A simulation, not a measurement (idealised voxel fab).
process module | voxel released beams
cross-section cut | 245 nm wide | cells 5 nm
A cross-section is a grid of square cells, given in bands from the top down. A band is one or more rows of cells.
Each band's line starts with the height of the band's top and of its bottom, in nm. Then come its materials from left to right, each with its width in nm. One material with "throughout" fills the band from edge to edge. "air" is empty space.
Height 0 is the level under which the wafer as received is all one material. The lowest band goes on downwards, as in "0 down".
A width such as "30 to 40" changes by the same amount from each row of cells to the next, from the band's top row to its bottom row.
"no change" after a step means that no cell of the cross-section changed.
closed voids: empty space of 8 cells or more with no open way to the top, each as width x height at its distance from the left edge, in nm
after a step's settings: what the simulator itself notes on the step
overlay nm, on a step with a mask: how far to the right of its planned place the mask lay; to the left if negative
plan
1 op RECEIVE | material Si
2 op CONFORMAL_DEP | material SiN | thk nm 5
3 op DIRECTIONAL_DEP | material SiO2 | thk nm 20
4 op MASKED_ETCH | tone open | mask id ANCHOR | width nm 25 | etch materials SiO2 | depth nm 20 | overlay nm 0
5 op CONFORMAL_DEP | material TiN | thk nm 10
6 op DIRECTIONAL_DEP | material aC | thk nm 15
7 op PATTERN | tone cover | mask id BEAM | material resist | width nm 100 | thk nm 30 | overlay nm 0
8 op DIRECTIONAL_ETCH | etch materials aC | depth nm 15
9 op STRIP | etch materials resist
10 op DIRECTIONAL_ETCH | etch materials TiN | depth nm 10
11 op STRIP | etch materials aC
12 op STRIP | etch materials SiO2
first wafer, as planned
as received, after step 1
  0 down: Si throughout
  closed voids: none
after step 2
  5 to 0: SiN throughout
  below 0: unchanged
after step 3
  25 to 5: SiO2 throughout
  below 5: unchanged
after step 4
  25 to 5: SiO2 75 | air 25 | SiO2 145
  below 5: unchanged
after step 5
  35 to 25: TiN 85 | air 5 | TiN 155
  25 to 15: SiO2 75 | TiN 10 | air 5 | TiN 10 | SiO2 145
  15 to 5: SiO2 75 | TiN 25 | SiO2 145
  below 5: unchanged
after step 6
  50 to 35: aC 85 | air 5 | aC 155
  35 to 30: TiN 85 | air 5 | TiN 155
  30 to 25: TiN 85 | aC 5 | TiN 155
  25 to 15: SiO2 75 | TiN 10 | aC 5 | TiN 10 | SiO2 145
  below 15: unchanged
after step 7
  80 to 50: air 70 | resist 100 | air 75
  50 to 35: aC 85 | resist 5 | aC 155
  35 to 30: TiN 85 | resist 5 | TiN 155
  below 30: unchanged
after step 8
  65 to 50: air 70 | resist 100 | air 75
  50 to 35: air 70 | aC 15 | resist 5 | aC 80 | air 75
  below 35: unchanged
after step 9
  50 to 35: air 70 | aC 15 | air 5 | aC 80 | air 75
  35 to 30: TiN 85 | air 5 | TiN 155
  below 30: unchanged
after step 10
  50 to 35: air 70 | aC 15 | air 5 | aC 80 | air 75
  35 to 30: air 70 | TiN 15 | air 5 | TiN 80 | air 75
  30 to 25: air 70 | TiN 15 | aC 5 | TiN 80 | air 75
  below 25: unchanged
after step 11
  35 to 25: air 70 | TiN 15 | air 5 | TiN 80 | air 75
  25 to 15: SiO2 75 | TiN 10 | air 5 | TiN 10 | SiO2 145
  below 15: unchanged
after step 12
  35 to 25: air 70 | TiN 15 | air 5 | TiN 80 | air 75
  25 to 15: air 75 | TiN 10 | air 5 | TiN 10 | air 145
  15 to 5: air 75 | TiN 25 | air 145
  below 5: unchanged
second wafer: like start, like plan, one mistake. Through step 6 it matches the first wafer
when step 7 should have ended
  80 to 50: air 75 | resist 100 | air 70
  50 to 35: aC 85 | resist 5 | aC 155
  35 to 30: TiN 85 | resist 5 | TiN 155
  below 30: unchanged
when step 8 should have ended
  65 to 50: air 75 | resist 100 | air 70
  50 to 35: air 75 | aC 10 | resist 5 | aC 85 | air 70
  below 35: unchanged
when step 9 should have ended
  50 to 35: air 75 | aC 10 | air 5 | aC 85 | air 70
  35 to 30: TiN 85 | air 5 | TiN 155
  below 30: unchanged
when step 10 should have ended
  50 to 35: air 75 | aC 10 | air 5 | aC 85 | air 70
  35 to 30: air 75 | TiN 10 | air 5 | TiN 85 | air 70
  30 to 25: air 75 | TiN 10 | aC 5 | TiN 85 | air 70
  below 25: unchanged
when step 11 should have ended
  35 to 25: air 75 | TiN 10 | air 5 | TiN 85 | air 70
  25 to 15: SiO2 75 | TiN 10 | air 5 | TiN 10 | SiO2 145
  below 15: unchanged
when step 12 should have ended
  35 to 25: air 75 | TiN 10 | air 5 | TiN 85 | air 70
  25 to 15: air 75 | TiN 10 | air 5 | TiN 10 | air 145
  15 to 5: air 75 | TiN 25 | air 145
  below 5: unchanged
what went wrong: step 7 ran as: op PATTERN | tone cover | mask id BEAM | material resist | width nm 100 | thk nm 30 | overlay nm 5
at the end the second wafer has, in cells: as many of each material as the first, in other places
